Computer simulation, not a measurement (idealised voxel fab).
process module | voxel wiring stack
cross-section cut | 185 nm wide | cells 5 nm
A cross-section is a grid of square cells, given in bands from the top down. A band is one or more rows of cells.
Each band's line starts with the height of the band's top and of its bottom, in nm. Then come its materials from left to right, each with its width in nm. One material with "throughout" fills the band from edge to edge. "air" is empty space.
Height 0 is the level under which the wafer as received is all one material. The lowest band goes on downwards, as in "0 down".
A width such as "30 to 40" changes by the same amount from each row of cells to the next, from the band's top row to its bottom row.
"no change" after a step means that no cell of the cross-section changed.
closed voids: empty space of 8 cells or more with no open way to the top, each as width x height at its distance from the left edge, in nm
after a step's settings: what the simulator itself notes on the step
overlay nm, on a step with a mask: how far to the right of its planned place the mask lay; to the left if negative
plan
1 op RECEIVE | material Si
2 op CONFORMAL_DEP | material SiO2 | thk nm 15
3 op DIRECTIONAL_DEP | material TiN | thk nm 5
4 op DIRECTIONAL_DEP | material W | thk nm 25
5 op DIRECTIONAL_DEP | material aC | thk nm 10
6 op PATTERN | tone cover | mask id METAL_1 | material resist | width nm 25 | pitch nm 55 | thk nm 30 | overlay nm 0
7 op DIRECTIONAL_ETCH | etch materials aC | depth nm 10
8 op STRIP | etch materials resist
9 op DIRECTIONAL_ETCH | etch materials W | depth nm 25
10 op DIRECTIONAL_ETCH | etch materials TiN | depth nm 5
11 op STRIP | etch materials aC
12 op CONFORMAL_DEP | material SiN | thk nm 5
13 op FILL_DEP | material lowk | thk nm 5
14 op CMP | height nm 45
15 op CONFORMAL_DEP | material SiCN | thk nm 5
16 op DIRECTIONAL_DEP | material lowk | thk nm 20
17 op DIRECTIONAL_DEP | material aC | thk nm 10
18 op PATTERN | tone open | mask id PLUG_1 | material resist | width nm 15 | pitch nm 110 | thk nm 25 | overlay nm 0
19 op DIRECTIONAL_ETCH | etch materials aC | depth nm 10
20 op STRIP | etch materials resist
21 op DIRECTIONAL_ETCH | etch materials lowk | depth nm 20
22 op DIRECTIONAL_ETCH | etch materials SiCN | depth nm 5
23 op STRIP | etch materials aC
24 op CONFORMAL_DEP | material TiN | thk nm 5
25 op FILL_DEP | material W | thk nm 5
26 op CMP | height nm 70
27 op CONFORMAL_DEP | material SiN | thk nm 5
28 op DIRECTIONAL_DEP | material lowk | thk nm 15
29 op MASKED_ETCH | tone open | mask id METAL_2 | width nm 25 | pitch nm 55 | etch materials lowk | depth nm 15 | overlay nm 0
30 op MASKED_ETCH | tone open | mask id METAL_2 | width nm 25 | pitch nm 55 | etch materials SiN | depth nm 5 | overlay nm 0
31 op CONFORMAL_DEP | material TiN | thk nm 5
32 op FILL_DEP | material Cu | thk nm 10
33 op CMP | height nm 90
34 op EPI | material Ru | thk nm 5
35 op FILL_DEP | material SiCN | thk nm 5
36 op DIRECTIONAL_DEP | material lowk | thk nm 10
37 op PATTERN | tone open | mask id PLUG_2 | material resist | width nm 15 | pitch nm 55 | thk nm 15 | overlay nm 0
38 op DIRECTIONAL_ETCH | etch materials lowk | depth nm 10
39 op DIRECTIONAL_ETCH | etch materials SiCN | depth nm 5
40 op STRIP | etch materials resist
41 op CONFORMAL_DEP | material TiN | thk nm 5
42 op FILL_DEP | material W | thk nm 10
43 op CMP | height nm 110
44 op CONFORMAL_DEP | material SiCN | thk nm 5
45 op DIRECTIONAL_DEP | material lowk | thk nm 15
46 op MASKED_ETCH | tone open | mask id METAL_3 | width nm 25 | pitch nm 55 | etch materials lowk | depth nm 15 | overlay nm 0
47 op MASKED_ETCH | tone open | mask id METAL_3 | width nm 25 | pitch nm 55 | etch materials SiCN | depth nm 5 | overlay nm 0
48 op CONFORMAL_DEP | material TiN | thk nm 5
49 op FILL_DEP | material Ru | thk nm 10
50 op CMP | height nm 130
51 op EPI | material Ru | thk nm 5
52 op FILL_DEP | material SiCN | thk nm 5
first wafer, as planned
as received, after step 1
  0 down: Si throughout
  closed voids: none
after step 2
  15 to 0: SiO2 throughout
  below 0: unchanged
after step 3
  20 to 15: TiN throughout
  below 15: unchanged
after step 4
  45 to 20: W throughout
  below 20: unchanged
after step 5
  55 to 45: aC throughout
  below 45: unchanged
after step 6
  85 to 55: air 25 | resist 25 | air 30 | resist 25 | air 30 | resist 25 | air 25
  below 55: unchanged
after step 7
  75 to 55: air 25 | resist 25 | air 30 | resist 25 | air 30 | resist 25 | air 25
  55 to 45: air 25 | aC 25 | air 30 | aC 25 | air 30 | aC 25 | air 25
  below 45: unchanged
after step 8
  55 to 45: air 25 | aC 25 | air 30 | aC 25 | air 30 | aC 25 | air 25
  below 45: unchanged
after step 9
  55 to 45: air 25 | aC 25 | air 30 | aC 25 | air 30 | aC 25 | air 25
  45 to 20: air 25 | W 25 | air 30 | W 25 | air 30 | W 25 | air 25
  below 20: unchanged
after step 10
  55 to 45: air 25 | aC 25 | air 30 | aC 25 | air 30 | aC 25 | air 25
  45 to 20: air 25 | W 25 | air 30 | W 25 | air 30 | W 25 | air 25
  20 to 15: air 25 | TiN 25 | air 30 | TiN 25 | air 30 | TiN 25 | air 25
  below 15: unchanged
after step 11
  45 to 20: air 25 | W 25 | air 30 | W 25 | air 30 | W 25 | air 25
  below 20: unchanged
after step 12
  50 to 45: air 20 | SiN 35 | air 20 | SiN 35 | air 20 | SiN 35 | air 20
  45 to 20: air 20 | SiN 5 | W 25 | SiN 5 | air 20 | SiN 5 | W 25 | SiN 5 | air 20 | SiN 5 | W 25 | SiN 5 | air 20
  20 to 15: SiN 25 | TiN 25 | SiN 30 | TiN 25 | SiN 30 | TiN 25 | SiN 25
  below 15: unchanged
after step 13
  55 to 50: lowk throughout
  50 to 45: lowk 20 | SiN 35 | lowk 20 | SiN 35 | lowk 20 | SiN 35 | lowk 20
  45 to 20: lowk 20 | SiN 5 | W 25 | SiN 5 | lowk 20 | SiN 5 | W 25 | SiN 5 | lowk 20 | SiN 5 | W 25 | SiN 5 | lowk 20
  below 20: unchanged
after step 14
  45 to 20: lowk 20 | SiN 5 | W 25 | SiN 5 | lowk 20 | SiN 5 | W 25 | SiN 5 | lowk 20 | SiN 5 | W 25 | SiN 5 | lowk 20
  below 20: unchanged
after step 15
  50 to 45: SiCN throughout
  below 45: unchanged
after step 16
  70 to 50: lowk throughout
  below 50: unchanged
after step 17
  80 to 70: aC throughout
  below 70: unchanged
after step 18
  105 to 80: resist 25 | air 15 | resist 95 | air 15 | resist 35
  below 80: unchanged
after step 19
  95 to 80: resist 25 | air 15 | resist 95 | air 15 | resist 35
  80 to 70: aC 25 | air 15 | aC 95 | air 15 | aC 35
  below 70: unchanged
after step 20
  80 to 70: aC 25 | air 15 | aC 95 | air 15 | aC 35
  below 70: unchanged
after step 21
  80 to 70: aC 25 | air 15 | aC 95 | air 15 | aC 35
  70 to 50: lowk 25 | air 15 | lowk 95 | air 15 | lowk 35
  below 50: unchanged
after step 22
  80 to 70: aC 25 | air 15 | aC 95 | air 15 | aC 35
  70 to 50: lowk 25 | air 15 | lowk 95 | air 15 | lowk 35
  50 to 45: SiCN 25 | air 15 | SiCN 95 | air 15 | SiCN 35
  below 45: unchanged
after step 23
  70 to 50: lowk 25 | air 15 | lowk 95 | air 15 | lowk 35
  below 50: unchanged
after step 24
  75 to 70: TiN 30 | air 5 | TiN 105 | air 5 | TiN 40
  70 to 50: lowk 25 | TiN 5 | air 5 | TiN 5 | lowk 95 | TiN 5 | air 5 | TiN 5 | lowk 35
  50 to 45: SiCN 25 | TiN 15 | SiCN 95 | TiN 15 | SiCN 35
  below 45: unchanged
after step 25
  80 to 75: W throughout
  75 to 70: TiN 30 | W 5 | TiN 105 | W 5 | TiN 40
  70 to 50: lowk 25 | TiN 5 | W 5 | TiN 5 | lowk 95 | TiN 5 | W 5 | TiN 5 | lowk 35
  below 50: unchanged
after step 26
  70 to 50: lowk 25 | TiN 5 | W 5 | TiN 5 | lowk 95 | TiN 5 | W 5 | TiN 5 | lowk 35
  below 50: unchanged
after step 27
  75 to 70: SiN throughout
  below 70: unchanged
after step 28
  90 to 75: lowk throughout
  below 75: unchanged
after step 29
  90 to 75: lowk 25 | air 25 | lowk 30 | air 25 | lowk 30 | air 25 | lowk 25
  below 75: unchanged
after step 30
  90 to 75: lowk 25 | air 25 | lowk 30 | air 25 | lowk 30 | air 25 | lowk 25
  75 to 70: SiN 25 | air 25 | SiN 30 | air 25 | SiN 30 | air 25 | SiN 25
  below 70: unchanged
after step 31
  95 to 90: TiN 30 | air 15 | TiN 40 | air 15 | TiN 40 | air 15 | TiN 30
  90 to 75: lowk 25 | TiN 5 | air 15 | TiN 5 | lowk 30 | TiN 5 | air 15 | TiN 5 | lowk 30 | TiN 5 | air 15 | TiN 5 | lowk 25
  75 to 70: SiN 25 | TiN 25 | SiN 30 | TiN 25 | SiN 30 | TiN 25 | SiN 25
  below 70: unchanged
after step 32
  105 to 95: Cu throughout
  95 to 90: TiN 30 | Cu 15 | TiN 40 | Cu 15 | TiN 40 | Cu 15 | TiN 30
  90 to 75: lowk 25 | TiN 5 | Cu 15 | TiN 5 | lowk 30 | TiN 5 | Cu 15 | TiN 5 | lowk 30 | TiN 5 | Cu 15 | TiN 5 | lowk 25
  below 75: unchanged
after step 33
  90 to 75: lowk 25 | TiN 5 | Cu 15 | TiN 5 | lowk 30 | TiN 5 | Cu 15 | TiN 5 | lowk 30 | TiN 5 | Cu 15 | TiN 5 | lowk 25
  below 75: unchanged
after step 34
  95 to 90: air 20 | Ru 35 | air 20 | Ru 35 | air 20 | Ru 35 | air 20
  below 90: unchanged
after step 35
  100 to 95: SiCN throughout
  95 to 90: SiCN 20 | Ru 35 | SiCN 20 | Ru 35 | SiCN 20 | Ru 35 | SiCN 20
  below 90: unchanged
after step 36
  110 to 100: lowk throughout
  below 100: unchanged
after step 37
  125 to 110: resist 25 | air 15 | resist 40 | air 15 | resist 40 | air 15 | resist 35
  below 110: unchanged
after step 38
  125 to 110: resist 25 | air 15 | resist 40 | air 15 | resist 40 | air 15 | resist 35
  110 to 100: lowk 25 | air 15 | lowk 40 | air 15 | lowk 40 | air 15 | lowk 35
  below 100: unchanged
after step 39
  125 to 110: resist 25 | air 15 | resist 40 | air 15 | resist 40 | air 15 | resist 35
  110 to 100: lowk 25 | air 15 | lowk 40 | air 15 | lowk 40 | air 15 | lowk 35
  100 to 95: SiCN 25 | air 15 | SiCN 40 | air 15 | SiCN 40 | air 15 | SiCN 35
  below 95: unchanged
after step 40
  110 to 100: lowk 25 | air 15 | lowk 40 | air 15 | lowk 40 | air 15 | lowk 35
  below 100: unchanged
after step 41
  115 to 110: TiN 30 | air 5 | TiN 50 | air 5 | TiN 50 | air 5 | TiN 40
  110 to 100: lowk 25 | TiN 5 | air 5 | TiN 5 | lowk 40 | TiN 5 | air 5 | TiN 5 | lowk 40 | TiN 5 | air 5 | TiN 5 | lowk 35
  100 to 95: SiCN 25 | TiN 15 | SiCN 40 | TiN 15 | SiCN 40 | TiN 15 | SiCN 35
  below 95: unchanged
after step 42
  125 to 115: W throughout
  115 to 110: TiN 30 | W 5 | TiN 50 | W 5 | TiN 50 | W 5 | TiN 40
  110 to 100: lowk 25 | TiN 5 | W 5 | TiN 5 | lowk 40 | TiN 5 | W 5 | TiN 5 | lowk 40 | TiN 5 | W 5 | TiN 5 | lowk 35
  below 100: unchanged
after step 43
  110 to 100: lowk 25 | TiN 5 | W 5 | TiN 5 | lowk 40 | TiN 5 | W 5 | TiN 5 | lowk 40 | TiN 5 | W 5 | TiN 5 | lowk 35
  below 100: unchanged
after step 44
  115 to 110: SiCN throughout
  below 110: unchanged
after step 45
  130 to 115: lowk throughout
  below 115: unchanged
after step 46
  130 to 115: lowk 25 | air 25 | lowk 30 | air 25 | lowk 30 | air 25 | lowk 25
  below 115: unchanged
after step 47
  130 to 115: lowk 25 | air 25 | lowk 30 | air 25 | lowk 30 | air 25 | lowk 25
  115 to 110: SiCN 25 | air 25 | SiCN 30 | air 25 | SiCN 30 | air 25 | SiCN 25
  below 110: unchanged
after step 48
  135 to 130: TiN 30 | air 15 | TiN 40 | air 15 | TiN 40 | air 15 | TiN 30
  130 to 115: lowk 25 | TiN 5 | air 15 | TiN 5 | lowk 30 | TiN 5 | air 15 | TiN 5 | lowk 30 | TiN 5 | air 15 | TiN 5 | lowk 25
  115 to 110: SiCN 25 | TiN 25 | SiCN 30 | TiN 25 | SiCN 30 | TiN 25 | SiCN 25
  below 110: unchanged
after step 49
  145 to 135: Ru throughout
  135 to 130: TiN 30 | Ru 15 | TiN 40 | Ru 15 | TiN 40 | Ru 15 | TiN 30
  130 to 115: lowk 25 | TiN 5 | Ru 15 | TiN 5 | lowk 30 | TiN 5 | Ru 15 | TiN 5 | lowk 30 | TiN 5 | Ru 15 | TiN 5 | lowk 25
  below 115: unchanged
after step 50
  130 to 115: lowk 25 | TiN 5 | Ru 15 | TiN 5 | lowk 30 | TiN 5 | Ru 15 | TiN 5 | lowk 30 | TiN 5 | Ru 15 | TiN 5 | lowk 25
  below 115: unchanged
after step 51
  135 to 130: air 20 | Ru 35 | air 20 | Ru 35 | air 20 | Ru 35 | air 20
  below 130: unchanged
after step 52
  140 to 135: SiCN throughout
  135 to 130: SiCN 20 | Ru 35 | SiCN 20 | Ru 35 | SiCN 20 | Ru 35 | SiCN 20
  below 130: unchanged
second wafer: like start, like plan, one mistake. Through step 26 it matches the first wafer
when step 27 should have ended
  85 to 70: SiN throughout
  below 70: unchanged
when step 28 should have ended
  100 to 85: lowk throughout
  below 85: unchanged
when step 29 should have ended
  100 to 85: lowk 25 | air 25 | lowk 30 | air 25 | lowk 30 | air 25 | lowk 25
  below 85: unchanged
when step 30 should have ended
  100 to 85: lowk 25 | air 25 | lowk 30 | air 25 | lowk 30 | air 25 | lowk 25
  85 to 80: SiN 25 | air 25 | SiN 30 | air 25 | SiN 30 | air 25 | SiN 25
  below 80: unchanged
when step 31 should have ended
  105 to 100: TiN 30 | air 15 | TiN 40 | air 15 | TiN 40 | air 15 | TiN 30
  100 to 85: lowk 25 | TiN 5 | air 15 | TiN 5 | lowk 30 | TiN 5 | air 15 | TiN 5 | lowk 30 | TiN 5 | air 15 | TiN 5 | lowk 25
  85 to 80: SiN 25 | TiN 25 | SiN 30 | TiN 25 | SiN 30 | TiN 25 | SiN 25
  below 80: unchanged
when step 32 should have ended
  115 to 105: Cu throughout
  105 to 100: TiN 30 | Cu 15 | TiN 40 | Cu 15 | TiN 40 | Cu 15 | TiN 30
  100 to 85: lowk 25 | TiN 5 | Cu 15 | TiN 5 | lowk 30 | TiN 5 | Cu 15 | TiN 5 | lowk 30 | TiN 5 | Cu 15 | TiN 5 | lowk 25
  below 85: unchanged
when step 33 should have ended
  90 to 85: lowk 25 | TiN 5 | Cu 15 | TiN 5 | lowk 30 | TiN 5 | Cu 15 | TiN 5 | lowk 30 | TiN 5 | Cu 15 | TiN 5 | lowk 25
  below 85: unchanged
when step 34 should have ended
  95 to 90: air 20 | Ru 35 | air 20 | Ru 35 | air 20 | Ru 35 | air 20
  below 90: unchanged
when step 35 should have ended
  100 to 95: SiCN throughout
  95 to 90: SiCN 20 | Ru 35 | SiCN 20 | Ru 35 | SiCN 20 | Ru 35 | SiCN 20
  below 90: unchanged
when step 36 should have ended
  110 to 100: lowk throughout
  below 100: unchanged
when step 37 should have ended
  125 to 110: resist 25 | air 15 | resist 40 | air 15 | resist 40 | air 15 | resist 35
  below 110: unchanged
when step 38 should have ended
  125 to 110: resist 25 | air 15 | resist 40 | air 15 | resist 40 | air 15 | resist 35
  110 to 100: lowk 25 | air 15 | lowk 40 | air 15 | lowk 40 | air 15 | lowk 35
  below 100: unchanged
when step 39 should have ended
  125 to 110: resist 25 | air 15 | resist 40 | air 15 | resist 40 | air 15 | resist 35
  110 to 100: lowk 25 | air 15 | lowk 40 | air 15 | lowk 40 | air 15 | lowk 35
  100 to 95: SiCN 25 | air 15 | SiCN 40 | air 15 | SiCN 40 | air 15 | SiCN 35
  below 95: unchanged
when step 40 should have ended
  110 to 100: lowk 25 | air 15 | lowk 40 | air 15 | lowk 40 | air 15 | lowk 35
  below 100: unchanged
when step 41 should have ended
  115 to 110: TiN 30 | air 5 | TiN 50 | air 5 | TiN 50 | air 5 | TiN 40
  110 to 100: lowk 25 | TiN 5 | air 5 | TiN 5 | lowk 40 | TiN 5 | air 5 | TiN 5 | lowk 40 | TiN 5 | air 5 | TiN 5 | lowk 35
  100 to 95: SiCN 25 | TiN 15 | SiCN 40 | TiN 15 | SiCN 40 | TiN 15 | SiCN 35
  below 95: unchanged
when step 42 should have ended
  125 to 115: W throughout
  115 to 110: TiN 30 | W 5 | TiN 50 | W 5 | TiN 50 | W 5 | TiN 40
  110 to 100: lowk 25 | TiN 5 | W 5 | TiN 5 | lowk 40 | TiN 5 | W 5 | TiN 5 | lowk 40 | TiN 5 | W 5 | TiN 5 | lowk 35
  below 100: unchanged
when step 43 should have ended
  110 to 100: lowk 25 | TiN 5 | W 5 | TiN 5 | lowk 40 | TiN 5 | W 5 | TiN 5 | lowk 40 | TiN 5 | W 5 | TiN 5 | lowk 35
  below 100: unchanged
when step 44 should have ended
  115 to 110: SiCN throughout
  below 110: unchanged
when step 45 should have ended
  130 to 115: lowk throughout
  below 115: unchanged
when step 46 should have ended
  130 to 115: lowk 25 | air 25 | lowk 30 | air 25 | lowk 30 | air 25 | lowk 25
  below 115: unchanged
when step 47 should have ended
  130 to 115: lowk 25 | air 25 | lowk 30 | air 25 | lowk 30 | air 25 | lowk 25
  115 to 110: SiCN 25 | air 25 | SiCN 30 | air 25 | SiCN 30 | air 25 | SiCN 25
  below 110: unchanged
when step 48 should have ended
  135 to 130: TiN 30 | air 15 | TiN 40 | air 15 | TiN 40 | air 15 | TiN 30
  130 to 115: lowk 25 | TiN 5 | air 15 | TiN 5 | lowk 30 | TiN 5 | air 15 | TiN 5 | lowk 30 | TiN 5 | air 15 | TiN 5 | lowk 25
  115 to 110: SiCN 25 | TiN 25 | SiCN 30 | TiN 25 | SiCN 30 | TiN 25 | SiCN 25
  below 110: unchanged
when step 49 should have ended
  145 to 135: Ru throughout
  135 to 130: TiN 30 | Ru 15 | TiN 40 | Ru 15 | TiN 40 | Ru 15 | TiN 30
  130 to 115: lowk 25 | TiN 5 | Ru 15 | TiN 5 | lowk 30 | TiN 5 | Ru 15 | TiN 5 | lowk 30 | TiN 5 | Ru 15 | TiN 5 | lowk 25
  below 115: unchanged
when step 50 should have ended
  130 to 115: lowk 25 | TiN 5 | Ru 15 | TiN 5 | lowk 30 | TiN 5 | Ru 15 | TiN 5 | lowk 30 | TiN 5 | Ru 15 | TiN 5 | lowk 25
  below 115: unchanged
when step 51 should have ended
  135 to 130: air 20 | Ru 35 | air 20 | Ru 35 | air 20 | Ru 35 | air 20
  below 130: unchanged
when step 52 should have ended
  140 to 135: SiCN throughout
  135 to 130: SiCN 20 | Ru 35 | SiCN 20 | Ru 35 | SiCN 20 | Ru 35 | SiCN 20
  below 130: unchanged
what went wrong: step 27 ran as: op CONFORMAL_DEP | material SiN | thk nm 15
at the end the second wafer has, in cells: 18 fewer of Cu | 74 more of SiN | 12 fewer of TiN | 44 fewer of lowk
